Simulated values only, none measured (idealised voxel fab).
Module name: voxel released beams (process module)
The width of the displayed cross-section, cut, is 255 nm; its cells are square, with a size of 5 nm.
The cross-sections in this document take the form of a grid made of square cells. They are written out as bands, in order from top to bottom. Each band consists of one or more rows of cells. Per band: top height and bottom height in nm, followed by the left-to-right materials and their widths in nm; "edge to edge" marks a single material spanning edge to edge, "blank" marks empty space. Height 0 is the level under which the wafer as received is all one material. The lowest band goes on downwards, as in "z 0 and below". Width: "30->40" (first number = top row, second number = bottom row, same change from row to row of cells). "identical to before", as given for a step, is the statement that not any cell of the cross-section underwent a change during that step. You'll see "Closed empty spaces" listing empty spaces that have no way open to the top, as long as they're 8 cells or more; the notation is width x height at distance, where the distance is from the left edge, and all of it is in nm. Text after the settings on a step's line: the simulator's own remark on that step. "overlay nm" on a masked step: distance the mask lay right of its planned place, negative for left.
Process steps - plan:
step 1: RECEIVE | material Si
step 2: CONFORMAL_DEP | material Al2O3 | thk nm 10
step 3: DIRECTIONAL_DEP | material SiO2 | thk nm 15
step 4: PATTERN | tone open | mask id ANCHOR | material resist | width nm 25 | thk nm 15 | overlay nm 0
step 5: DIRECTIONAL_ETCH | etch materials SiO2 | depth nm 15
step 6: STRIP | etch materials resist
step 7: CONFORMAL_DEP | material polySi | thk nm 10
step 8: PATTERN | tone cover | mask id BEAM | material resist | width nm 120 | thk nm 15 | overlay nm 0
step 9: DIRECTIONAL_ETCH | etch materials polySi | depth nm 10
step 10: STRIP | etch materials resist
step 11: STRIP | etch materials SiO2
Split variable: width nm, step 4. Plan value = first wafer. Wafers start alike.
The first of several wafers, as received after step 1, seen in section:
- z 0 and below: Si edge to edge
- Closed empty spaces: none
Below, a row for every wafer. Read it as the end-of-module picture: for each material the wafer shows its cells gained (+) or lost (-) since it was received, and then its closed voids:
width nm 25 | +102 Al2O3 | +60 polySi | Closed empty spaces: none
width nm 30 | +102 Al2O3 | +60 polySi | Closed empty spaces: none
width nm 35 | +102 Al2O3 | +60 polySi | Closed empty spaces: none
width nm 40 | +102 Al2O3 | +60 polySi | Closed empty spaces: none
width nm 45 | +102 Al2O3 | +60 polySi | Closed empty spaces: none
width nm 50 | +102 Al2O3 | +60 polySi | Closed empty spaces: none
